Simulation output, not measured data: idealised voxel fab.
The name of this process module is voxel self aligned vias.
Shown is cross-section cut, with a width of 290 nm and square cells of size 5 nm.
A cross-section is a grid of square cells, given in bands from the top down. A band is one or more rows of cells. A band entry consists of two parts. The first gives the height of the band's top and the height of its bottom, in nm. The rest lists the band's materials from left to right, each with its width in nm. A single material labelled with the word "everywhere" fills the band from edge to edge, and the word "air" marks empty space. Height reference: 0 = level under which incoming wafer is all one material. Lowest band: no bottom, runs on downward, e.g. "0 and below". It should be noted that a width expressed as "30->40" varies in equal increments from row to row of cells within the band, taking the value of the first number at the top row and that of the second number at the bottom row. "nothing got changed" -> step changed no cross-section cell. Look at "Trapped voids" for the closed voids: empty spaces with no open path to the top, sized 8 cells or up. Each is width x height at distance, distance from the left edge, all nm. On a step's line, text after the settings is the simulator commenting on that step. Among the settings permitted on a step's line is "overlay nm"; applied to a step with a mask, it specifies the extent to which the mask lay to the right of its planned position, whereas a negative figure signifies a position to the left.

## Set out below are the planned steps of the process
1. RECEIVE [material Si]
2. CONFORMAL_DEP [material SiO2] [thk nm 10]
3. CONFORMAL_DEP [material SiCN] [thk nm 5]
4. DIRECTIONAL_DEP [material lowk] [thk nm 25]
5. MASKED_ETCH [tone open] [mask id LINES] [width nm 25] [pitch nm 65] [etch materials lowk] [depth nm 25] [overlay nm -15]
6. CONFORMAL_DEP [material TiN] [thk nm 5]
7. FILL_DEP [material Ru] [thk nm 5]
8. CMP [height nm 40]
9. SELECTIVE_ETCH [etch materials W Ru TiN] [depth nm 10]
10. FILL_DEP [material SiN] [thk nm 10]
11. CMP [height nm 40]
12. DIRECTIONAL_DEP [material lowk] [thk nm 20]
13. MASKED_ETCH [tone open] [mask id VIAS] [width nm 45] [etch materials lowk] [depth nm 20] [overlay nm 0]
14. MASKED_ETCH [tone open] [mask id VIAS] [width nm 45] [etch materials SiN] [depth nm 10] [overlay nm 0]
15. CONFORMAL_DEP [material TiN] [thk nm 5]
16. FILL_DEP [material Ru] [thk nm 10]
17. CMP [height nm 60]
18. CONFORMAL_DEP [material SiCN] [thk nm 5]
The value of overlay nm given for step 5 in the plan refers to the first wafer; the wafers vary in this setting and are alike at the start.

## Cut through the first of several wafers as received, post step 1
  0 and below | Si everywhere
  Trapped voids: none

## Below: a row per wafer. Contents at end of module: for every material, cells gained since receipt (+) or lost since receipt (-); then closed voids
overlay nm -15 | +37 Ru | +116 SiCN | +12 SiN | +116 SiO2 | +37 TiN | +436 lowk | Trapped voids: none
overlay nm -10 | +39 Ru | +116 SiCN | +10 SiN | +116 SiO2 | +37 TiN | +436 lowk | Trapped voids: none
overlay nm -5 | +39 Ru | +116 SiCN | +10 SiN | +116 SiO2 | +37 TiN | +436 lowk | Trapped voids: none
overlay nm 0 | +39 Ru | +116 SiCN | +10 SiN | +116 SiO2 | +37 TiN | +436 lowk | Trapped voids: none
overlay nm 5 | +39 Ru | +116 SiCN | +10 SiN | +116 SiO2 | +37 TiN | +436 lowk | Trapped voids: none
overlay nm 10 | +39 Ru | +116 SiCN | +10 SiN | +116 SiO2 | +37 TiN | +436 lowk | Trapped voids: none
overlay nm 15 | +37 Ru | +116 SiCN | +12 SiN | +116 SiO2 | +37 TiN | +436 lowk | Trapped voids: none
